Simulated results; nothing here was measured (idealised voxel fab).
process module | voxel fin reveal
cross-section cut | 255 nm wide | cells 5 nm
A cross-section is a grid of square cells, given in bands from the top down. A band is one or more rows of cells.
Each band's line starts with the height of the band's top and of its bottom, in nm. Then come its materials from left to right, each with its width in nm. One material with "throughout" fills the band from edge to edge. "air" is empty space.
Height 0 is the level under which the wafer as received is all one material. The lowest band goes on downwards, as in "0 down".
A width such as "30 to 40" changes by the same amount from each row of cells to the next, from the band's top row to its bottom row.
"no change" after a step means that no cell of the cross-section changed.
closed voids: empty space of 8 cells or more with no open way to the top, each as width x height at its distance from the left edge, in nm
after a step's settings: what the simulator itself notes on the step
overlay nm, on a step with a mask: how far to the right of its planned place the mask lay; to the left if negative
plan
1 op RECEIVE | material Si
2 op CONFORMAL_DEP | material SiN | thk nm 10
3 op PATTERN | tone cover | mask id FINS | material resist | width nm 15 | pitch nm 40 | thk nm 15 | overlay nm 0
4 op DIRECTIONAL_ETCH | etch materials SiN | depth nm 10
5 op DIRECTIONAL_ETCH | etch materials Si | depth nm 35
6 op STRIP | etch materials resist
7 op OXIDIZE | depth nm 5
8 op FILL_DEP | material SiO2 | thk nm 15
9 op CMP | height nm 10
10 op SELECTIVE_ETCH | etch materials SiO2 | depth nm 35
11 op STRIP | etch materials SiN
varied across the wafers: width nm of step 3. The plan shows the first wafer's value. All wafers start alike
first wafer as received, after step 1
  0 down: Si throughout
  closed voids: none
each wafer at the end: cells of each material gained (+) or lost (-) since it was received, then its closed voids
width nm 15 | -384 Si | +144 SiO2 | closed voids: none
width nm 20 | -360 Si | +135 SiO2 | closed voids: none
width nm 25 | -336 Si | +126 SiO2 | closed voids: none
